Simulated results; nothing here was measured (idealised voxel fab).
Process module heading - voxel capacitor over wiring
cross-section cut | 190 nm wide | cells 5 nm
Think of the cross-section as a grid of square cells. We describe it in bands, top to bottom, and each band covers one or more rows of those cells.
What a band's entry tells you: where the top is and where the bottom is, as heights in nm, and after that what lies inside, material by material from left to right, each with its width in nm. Empty space is written as the word "air", and a single material marked with the word "all across" occupies the band from edge to edge.
The reference from which all heights are counted is 0, the level beneath which the as-received wafer is entirely one material; the lowest band, having no lower bound, proceeds downward and is written after the example "0 nm and below".
The two numbers in a width such as "30 to 40" mark its ends across the band: the first belongs to the top row of cells, the second to the bottom row, and from each row to the next the width moves by the same amount.
No cell of the cross-section changed in a step that is given as "everything unchanged".
Enclosed voids (no open way to top), threshold 8 cells or more, entry "Closed-off voids", notation width x height at distance, distance from left edge, nm.
Step line, after settings: the simulator's comment on this step.
overlay nm: mask right of planned place by this much (step with mask). Neg. = left.
The steps planned for the process are as follows
1,RECEIVE [material Si]
2,CONFORMAL_DEP [material SiO2] [thk nm 10]
3,DIRECTIONAL_DEP [material TiN] [thk nm 5]
4,DIRECTIONAL_DEP [material W] [thk nm 25]
5,DIRECTIONAL_DEP [material aC] [thk nm 10]
6,PATTERN [tone cover] [mask id METAL_1] [material resist] [width nm 20] [pitch nm 75] [thk nm 30] [overlay nm 0]
7,DIRECTIONAL_ETCH [etch materials aC] [depth nm 10]
8,STRIP [etch materials resist]
9,DIRECTIONAL_ETCH [etch materials W] [depth nm 25]
10,DIRECTIONAL_ETCH [etch materials TiN] [depth nm 5]
11,STRIP [etch materials aC]
12,FILL_DEP [material lowk] [thk nm 10]
13,CMP [height nm 40]
14,CONFORMAL_DEP [material SiCN] [thk nm 5]
15,DIRECTIONAL_DEP [material lowk] [thk nm 15]
16,MASKED_ETCH [tone open] [mask id PLUG_1] [width nm 15] [etch materials lowk] [depth nm 15] [overlay nm 0]
17,MASKED_ETCH [tone open] [mask id PLUG_1] [width nm 15] [etch materials SiCN] [depth nm 5] [overlay nm 0]
18,CONFORMAL_DEP [material TiN] [thk nm 5]
19,FILL_DEP [material Cu] [thk nm 5]
20,CMP [height nm 60]
21,DIRECTIONAL_DEP [material TiN] [thk nm 10]
22,DIRECTIONAL_DEP [material SiN] [thk nm 5]
23,DIRECTIONAL_DEP [material TiN] [thk nm 10]
24,PATTERN [tone cover] [mask id UPPER_PLATE] [material resist] [width nm 60] [thk nm 15] [overlay nm 0]
25,DIRECTIONAL_ETCH [etch materials TiN] [depth nm 10]
26,DIRECTIONAL_ETCH [etch materials SiN] [depth nm 5]
27,STRIP [etch materials resist]
28,PATTERN [tone cover] [mask id LOWER_PLATE] [material resist] [width nm 70] [thk nm 15] [overlay nm 0]
29,DIRECTIONAL_ETCH [etch materials TiN] [depth nm 10]
30,STRIP [etch materials resist]
31,FILL_DEP [material SiO2] [thk nm 20]
32,CMP [height nm 100]
33,MASKED_ETCH [tone open] [mask id PLUG_2] [width nm 15] [etch materials SiO2] [depth nm 15] [overlay nm 0]
34,CONFORMAL_DEP [material TiN] [thk nm 5]
35,FILL_DEP [material Cu] [thk nm 10]
36,CMP [height nm 100]
37,CONFORMAL_DEP [material SiCN] [thk nm 5]
Cross-section of the wafer upon arrival, representing the state reached after step 1
> 0 nm and below: Si all across
> Closed-off voids: none
Starting wafer: above. Plan: above. Run: one mistake. Cross-section after the module: below
> 105 nm to 100 nm: SiCN all across
> 100 nm to 90 nm: SiO2 60 nm / TiN 5 nm / Cu 5 nm / TiN 5 nm / SiO2 115 nm
> 90 nm to 85 nm: SiO2 60 nm / TiN 15 nm / SiO2 115 nm
> 85 nm to 75 nm: SiO2 50 nm / TiN 60 nm / SiO2 80 nm
> 75 nm to 70 nm: SiO2 50 nm / SiN 60 nm / SiO2 80 nm
> 70 nm to 60 nm: SiO2 45 nm / TiN 70 nm / SiO2 75 nm
> 60 nm to 45 nm: lowk 50 nm / TiN 5 nm / Cu 5 nm / TiN 5 nm / lowk 125 nm
> 45 nm to 40 nm: SiCN 50 nm / TiN 15 nm / SiCN 125 nm
> 40 nm to 30 nm: lowk all across
> 30 nm to 5 nm: lowk 45 nm / W 20 nm / lowk 55 nm / W 20 nm / lowk 50 nm
> 5 nm to 0 nm: lowk 45 nm / TiN 20 nm / lowk 55 nm / TiN 20 nm / lowk 50 nm
> 0 nm and below: Si all across
> Closed-off voids: none
What broke from the plan during processing? step 2 of the plan did not run at all; it was left out
